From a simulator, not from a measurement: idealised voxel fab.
This section sets out a process module, namely voxel lift off.
270 nm wide, 5 nm square cells: that's cross-section cut.
Each cross-section below is a grid of square cells, stated as bands in top-down order, with one or more rows of cells making up each band.
Basically the band line says how high the top is and how high the bottom is, in nm, and then what's in it from left to right, every material with its width in nm. Empty space shows up as "blank", and if a single material carries "throughout" it runs the full band edge to edge.
Basically, 0 is our baseline, since under it the wafer straight out of the box is all one material. The bottom band has no lower end and keeps on going down, so it looks like "0 down".
Per-row width for "30 to 40": begins at first number (top row of band), ends at second number (bottom row), increment between rows held constant.
Reading "no modification" for a step: not a cell of the cross-section changed in it.
The list in "Closed voids list" covers empty spaces of 8 cells or more that cannot reach the top through any open way, and it gives each as width x height at distance; the distance is from the left edge, and width, height and distance are in nm.
What comes after the settings on a step's line is commentary from the simulator itself on that step.
overlay nm: right-of-plan distance of the mask on a masked step; negative values mean left-of-plan.

-- Steps in the process plan
1. op RECEIVE | material Si
2. op CONFORMAL_DEP | material SiN | thk nm 5
3. op PATTERN | tone open | mask id LINES | material resist | width nm 15 | pitch nm 45 | thk nm 20 | overlay nm 0
4. op DIRECTIONAL_DEP | material Ru | thk nm 10
5. op STRIP | etch materials resist
6. op CONFORMAL_DEP | material SiCN | thk nm 10

-- Cross-sectional view of the wafer in its as-received condition, corresponding to the state after step 1
  0 down: Si throughout
  Closed voids list: none

-- Cross-section, end of module. Start: as above. Plan: as above. Execution: one mistake
  15 to 5: 60 blank / 15 Ru / 30 blank / 15 Ru / 30 blank / 15 Ru / 30 blank / 15 Ru / 60 blank
  5 to 0: SiN throughout
  0 down: Si throughout
  Closed voids list: none
Where did the run depart from the plan? execution of step 6 of the plan did not take place, the step having been omitted
